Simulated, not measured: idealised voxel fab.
Proc. module: voxel capacitor over wiring
Section shown: cut. Width: 195 nm. Cell size: 5 nm, square.
Heads up, the way a cross-section reads in here is a grid of square cells, handed over as bands from the top down, with every band being one or more rows of cells.
Top, bottom (nm), then materials left to right with widths (nm); lone material tagged "edge to edge" fills the whole band edge to edge; "air" = empty space.
We count height from 0. Below that, the starting wafer is all one material. The lowest band never ends at the bottom but goes on down; see "z 0 and below" for how that is written.
A width such as "30->40" changes by the same amount from each row of cells to the next, from the band's top row to its bottom row.
Any step labelled "everything unchanged" changed none of the cells in the cross-section.
What "Closed-off voids" gives you is every empty space of 8 cells or more that is cut off from the top. Each appears as width x height at distance, with the distance taken from the left edge and width, height and distance all in nm.
The remark found on a step's line after its settings is issued by the simulator itself and pertains to that step.
overlay nm: mask right of planned place by this much (step with mask). Neg. = left.

**Planned step list for the process**
1) RECEIVE,material Si
2) CONFORMAL_DEP,material SiO2,thk nm 10
3) DIRECTIONAL_DEP,material TiN,thk nm 5
4) DIRECTIONAL_DEP,material W,thk nm 25
5) DIRECTIONAL_DEP,material aC,thk nm 15
6) PATTERN,tone cover,mask id METAL_1,material resist,width nm 30,pitch nm 85,thk nm 30,overlay nm 0
7) DIRECTIONAL_ETCH,etch materials aC,depth nm 15
8) STRIP,etch materials resist
9) DIRECTIONAL_ETCH,etch materials W,depth nm 25
10) DIRECTIONAL_ETCH,etch materials TiN,depth nm 5
11) STRIP,etch materials aC
12) FILL_DEP,material lowk,thk nm 10
13) CMP,height nm 40
14) CONFORMAL_DEP,material SiCN,thk nm 5
15) DIRECTIONAL_DEP,material lowk,thk nm 15
16) MASKED_ETCH,tone open,mask id PLUG_1,width nm 15,etch materials lowk,depth nm 15,overlay nm 0
17) MASKED_ETCH,tone open,mask id PLUG_1,width nm 15,etch materials SiCN,depth nm 5,overlay nm 0
18) EPI,material Ru,thk nm 10
19) EPI,material Ru,thk nm 10
20) DIRECTIONAL_DEP,material TiN,thk nm 10
21) DIRECTIONAL_DEP,material Al2O3,thk nm 5
22) DIRECTIONAL_DEP,material TiN,thk nm 10
23) MASKED_ETCH,tone cover,mask id UPPER_PLATE,width nm 60,etch materials TiN,depth nm 10,overlay nm 0
24) MASKED_ETCH,tone cover,mask id UPPER_PLATE,width nm 60,etch materials Al2O3,depth nm 5,overlay nm 0
25) DIRECTIONAL_DEP,material aC,thk nm 15
26) PATTERN,tone cover,mask id LOWER_PLATE,material resist,width nm 70,thk nm 30,overlay nm 0
27) DIRECTIONAL_ETCH,etch materials aC,depth nm 15
28) STRIP,etch materials resist
29) DIRECTIONAL_ETCH,etch materials TiN,depth nm 10
30) STRIP,etch materials aC
31) FILL_DEP,material SiO2,thk nm 20
32) CMP,height nm 100
33) PATTERN,tone open,mask id PLUG_2,material resist,width nm 15,thk nm 15,overlay nm 0
34) DIRECTIONAL_ETCH,etch materials SiO2,depth nm 15
35) STRIP,etch materials resist
36) CONFORMAL_DEP,material TiN,thk nm 5
37) FILL_DEP,material W,thk nm 5
38) CMP,height nm 100
39) CONFORMAL_DEP,material SiCN,thk nm 5

**Cross-sectional view of the wafer in its as-received condition, corresponding to the state after step 1**
z 0 and below | Si edge to edge
Closed-off voids: none

**End-of-module XS, first of two wafers, run as planned**
z 105 to 100 | SiCN edge to edge
z 100 to 90 | 65 SiO2, then 5 TiN, then 5 W, then 5 TiN, then 115 SiO2
z 90 to 85 | 65 SiO2, then 15 TiN, then 115 SiO2
z 85 to 75 | 55 SiO2, then 60 TiN, then 80 SiO2
z 75 to 70 | 55 SiO2, then 60 Al2O3, then 80 SiO2
z 70 to 60 | 50 SiO2, then 70 TiN, then 75 SiO2
z 60 to 45 | 55 lowk, then 15 Ru, then 125 lowk
z 45 to 40 | 55 SiCN, then 15 Ru, then 125 SiCN
z 40 to 15 | 40 lowk, then 30 W, then 55 lowk, then 30 W, then 40 lowk
z 15 to 10 | 40 lowk, then 30 TiN, then 55 lowk, then 30 TiN, then 40 lowk
z 10 to 0 | SiO2 edge to edge
z 0 and below | Si edge to edge
Closed-off voids: none

**Cross-section at end of module for the second wafer of two, which matched the first in starting point and plan and differed by one mistake in its processing**
z 105 to 100 | SiCN edge to edge
z 100 to 90 | 65 SiO2, then 5 TiN, then 5 W, then 5 TiN, then 115 SiO2
z 90 to 85 | 65 SiO2, then 15 TiN, then 115 SiO2
z 85 to 75 | 55 SiO2, then 60 TiN, then 80 SiO2
z 75 to 70 | 50 SiO2, then 70 Al2O3, then 75 SiO2
z 70 to 60 | 50 SiO2, then 70 TiN, then 75 SiO2
z 60 to 45 | 55 lowk, then 15 Ru, then 125 lowk
z 45 to 40 | 55 SiCN, then 15 Ru, then 125 SiCN
z 40 to 15 | 40 lowk, then 30 W, then 55 lowk, then 30 W, then 40 lowk
z 15 to 10 | 40 lowk, then 30 TiN, then 55 lowk, then 30 TiN, then 40 lowk
z 10 to 0 | SiO2 edge to edge
z 0 and below | Si edge to edge
Closed-off voids: none
What was the processing mistake? step 24 did not use the planned setting and instead ran as MASKED_ETCH,tone cover,mask id UPPER_PLATE,width nm 70,etch materials Al2O3,depth nm 5,overlay nm 0
Final tally in cells, some materials are higher or lower on the second wafer than on the first: Al2O3 +2 | SiO2 -2
